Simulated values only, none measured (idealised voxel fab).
Presented below is a process module, voxel spacer lines.
The figure presents cross-section cut, which has a width of 185 nm and is divided into square cells with an edge length of 5 nm.
Cross-sections here: square-cell grids, written as top-down lists of bands, a band being one or more rows of cells. Read a band's entry like this: the first values are the height of its top and the height of its bottom in nm, and what follows is the sequence of materials from left to right, each with its width in nm. Note that "empty" is empty space, and that a single material marked "full width" reaches across the band from edge to edge. For the purposes of this specification, 0 denotes the height below which the wafer in its as-received condition is composed wholly of one material, and the lowermost band, lacking a lower limit, extends downward without end, as expressed in "top 0, no bottom". Width spec "30->40" -> top row of cells at first value, bottom row at second value, equal per-row change in between. Where a step carries "nothing changed", the cross-section came out of it unchanged, cell for cell. This entry, "closed voids", enumerates those empty regions of no fewer than 8 cells that possess no open connection to the top. Each region is reported in the form width x height at distance, the distance being taken from the left edge, with all three quantities expressed in nm. Read whatever lies past the settings on a step's line as the simulator's own remark about the step. The line of a step may include "overlay nm". On a step with a mask, this value is how far to the right of its planned place the mask lay. A negative value means the mask lay to the left.

**List of planned process steps**
step 1: RECEIVE, material Si
step 2: CONFORMAL_DEP, material Al2O3, thk nm 10
step 3: DIRECTIONAL_DEP, material SiN, thk nm 10
step 4: DIRECTIONAL_DEP, material polySi, thk nm 30
step 5: PATTERN, tone cover, mask id MANDREL, material resist, width nm 20, pitch nm 60, thk nm 40, overlay nm 0
step 6: DIRECTIONAL_ETCH, etch materials polySi, depth nm 30
step 7: STRIP, etch materials resist
step 8: CONFORMAL_DEP, material SiO2, thk nm 10
step 9: DIRECTIONAL_ETCH, etch materials SiO2, depth nm 10
step 10: STRIP, etch materials polySi
step 11: DIRECTIONAL_ETCH, etch materials SiN, depth nm 10
step 12: STRIP, etch materials SiO2

**Cross-section of the incoming wafer, state after step 1**
    top 0, no bottom = Si full width
    closed voids: none

**End-of-module cross-section. Starting structure and process plan as above; one mistake made in running it**
    top 50, bottom 20 = Al2O3 full width
    top 20, bottom 10 = SiN full width
    top 10, bottom 0 = Al2O3 full width
    top 0, no bottom = Si full width
    closed voids: none
Run error: step 4: run off-plan, actual operation and settings DIRECTIONAL_DEP, material Al2O3, thk nm 30
